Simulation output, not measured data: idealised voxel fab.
Title: Process Module voxel local oxidation
The figure presents cross-section cut, which has a width of 210 nm and is divided into square cells with an edge length of 5 nm.
Each cross-section below is a grid of square cells, stated as bands in top-down order, with one or more rows of cells making up each band. Within each band entry, the heights of the top and of the bottom of the band appear first, in that order and in nm; the materials of the band then follow from left to right, each with its corresponding width in nm. The designation "edge to edge" on a single material indicates that it fills the band from edge to edge; the designation "empty" indicates empty space. Beneath 0, the wafer as received is one material, and that level is where height counting begins. The lowest band goes on downward without a bottom; it is written like "0 and below". Note: "30..40" means the width goes from the first number (top row of the band) to the second number (bottom row) in equal steps per row of cells. "left unchanged" for a step: no cell of the cross-section changed in that step. This entry, "Enclosed internal cavities", enumerates those empty regions of no fewer than 8 cells that possess no open connection to the top. Each region is reported in the form width x height at distance, the distance being taken from the left edge, with all three quantities expressed in nm. Heads up: the bit after the settings on a step's line is the simulator's remark on that step. overlay nm: on a step with a mask, how far right of its planned place the mask lay; negative means left.

**Intended process steps**
1: RECEIVE [material Si]
2: OXIDIZE [depth nm 5]
3: CONFORMAL_DEP [material SiN] [thk nm 15]
4: MASKED_ETCH [tone cover] [mask id ACTIVE] [width nm 95] [etch materials SiN] [depth nm 15] [overlay nm 0]
5: SELECTIVE_ETCH [etch materials SiO2] [depth nm 5]
6: OXIDIZE [depth nm 15]
7: STRIP [etch materials SiN]

**Cross-section of the wafer at receipt, which is the condition after step 1**
* 0 and below = Si edge to edge
* Enclosed internal cavities: none

**Module complete - cross-section of the first of two wafers, run according to plan**
* 0 down to -5 = empty 60 nm, then SiO2 85 nm, then empty 65 nm
* -5 down to -20 = SiO2 75 nm, then Si 55 nm, then SiO2 80 nm
* -20 and below = Si edge to edge
* Enclosed internal cavities: none

**What the second wafer looks like in cross-section once the module is done. Its start and its plan matched the first wafer's exactly; what differed was one mistake in how it was run**
* 10 down to -5 = SiO2 edge to edge
* -5 and below = Si edge to edge
* Enclosed internal cavities: none
So what did we get wrong on this run? off-plan run, step 3, actual operation and settings CONFORMAL_DEP [material SiO2] [thk nm 15]
Looking at both finished wafers in cells, the second ends up ahead of or behind the first on some materials: Si: 93 more, SiO2: 16 more
